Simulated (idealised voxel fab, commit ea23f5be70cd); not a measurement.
You're looking at the process module voxel self aligned contacts.
The figure presents cross-section cut, which has a width of 205 nm and is divided into square cells with an edge length of 5 nm.
Heads up, the way a cross-section reads in here is a grid of square cells, handed over as bands from the top down, with every band being one or more rows of cells. Top height, bottom height, nm. Materials left to right, width each, nm. Single material + "everywhere" = fills band edge to edge. "air" = empty. Height is counted from the level 0, under which the received wafer is composed throughout of one material. The lowest of the bands is not closed at the bottom but continues downward, in the notation "0..down". The two numbers in a width such as "30->40" mark its ends across the band: the first belongs to the top row of cells, the second to the bottom row, and from each row to the next the width moves by the same amount. Where the words "nothing changed" appear for a step, the cross-section shows no cell changed by that step; every cell remained as before. The entry "Completely sealed voids" lists the empty spaces that cover at least 8 cells and have no open path to the top. Each is written as width x height at distance, where the distance is measured from the left edge and all three values are in nm. Past the settings on a step's line: simulator remark, on that step. The setting "overlay nm" may be written on the line of a step. When the step uses a mask, the value reports how far to the right of the planned place the mask lay, and a negative value reports that it lay to the left.

**The planned process steps are enumerated hereunder**
1: RECEIVE, material Si
2: OXIDIZE, depth nm 5
3: DIRECTIONAL_DEP, material polySi, thk nm 20
4: DIRECTIONAL_DEP, material SiN, thk nm 15
5: DIRECTIONAL_DEP, material aC, thk nm 10
6: PATTERN, tone cover, mask id GATE, material resist, width nm 30, pitch nm 55, thk nm 25, overlay nm 0
7: DIRECTIONAL_ETCH, etch materials aC, depth nm 10
8: STRIP, etch materials resist
9: DIRECTIONAL_ETCH, etch materials SiN, depth nm 15
10: DIRECTIONAL_ETCH, etch materials polySi, depth nm 20
11: STRIP, etch materials aC
12: CONFORMAL_DEP, material SiN, thk nm 5
13: DIRECTIONAL_ETCH, etch materials SiN, depth nm 5
14: FILL_DEP, material SiO2, thk nm 15
15: CMP, height nm 40
16: DIRECTIONAL_DEP, material aC, thk nm 10
17: PATTERN, tone open, mask id CONTACT, material resist, width nm 35, pitch nm 55, thk nm 30, overlay nm 0
18: DIRECTIONAL_ETCH, etch materials aC, depth nm 10
19: STRIP, etch materials resist
20: DIRECTIONAL_ETCH, etch materials SiO2, depth nm 45
21: STRIP, etch materials aC
22: CONFORMAL_DEP, material TiN, thk nm 5
23: FILL_DEP, material Ru, thk nm 10
24: CMP, height nm 40
25: CONFORMAL_DEP, material SiN, thk nm 5

**Cross-section of the wafer upon arrival, representing the state reached after step 1**
	0..down: Si everywhere
	Completely sealed voids: none

**Cross-section taken at module completion on the first of two wafers; processed per the plan**
	45..40: SiN everywhere
	40..35: SiO2: 55 / TiN: 15 / Ru: 5 / TiN: 15 / SiO2: 20 / TiN: 15 / Ru: 5 / TiN: 15 / SiO2: 60
	35..20: SiO2: 25 / SiN: 40 / TiN: 5 / Ru: 5 / TiN: 5 / SiN: 40 / TiN: 5 / Ru: 5 / TiN: 5 / SiN: 40 / SiO2: 30
	20..0: SiO2: 25 / SiN: 5 / polySi: 30 / SiN: 5 / TiN: 5 / Ru: 5 / TiN: 5 / SiN: 5 / polySi: 30 / SiN: 5 / TiN: 5 / Ru: 5 / TiN: 5 / SiN: 5 / polySi: 30 / SiN: 5 / SiO2: 30
	0..-5: SiO2: 65 / TiN: 15 / SiO2: 40 / TiN: 15 / SiO2: 70
	-5..down: Si everywhere
	Completely sealed voids: none

**So this is wafer number two of the two, cut at the end of the module - it started where the first did and had the same plan, we just got one thing wrong running it**
	45..40: SiN everywhere
	40..35: SiO2: 60 / TiN: 10 / Ru: 5 / TiN: 15 / SiO2: 25 / TiN: 10 / Ru: 5 / TiN: 15 / SiO2: 60
	35..20: SiO2: 25 / SiN: 40 / TiN: 5 / Ru: 5 / TiN: 5 / SiN: 40 / TiN: 5 / Ru: 5 / TiN: 5 / SiN: 40 / SiO2: 30
	20..0: SiO2: 25 / SiN: 5 / polySi: 30 / SiN: 5 / TiN: 5 / Ru: 5 / TiN: 5 / SiN: 5 / polySi: 30 / SiN: 5 / TiN: 5 / Ru: 5 / TiN: 5 / SiN: 5 / polySi: 30 / SiN: 5 / SiO2: 30
	0..-5: SiO2: 65 / TiN: 15 / SiO2: 40 / TiN: 15 / SiO2: 70
	-5..down: Si everywhere
	Completely sealed voids: none
What went wrong in running the wafer? step 17 was not run as planned; what actually ran was PATTERN, tone open, mask id CONTACT, material resist, width nm 30, pitch nm 55, thk nm 30, overlay nm 0
Final wafer comparison in cells, second versus first, more or fewer per material: SiO2: 2 more; TiN: 2 fewer
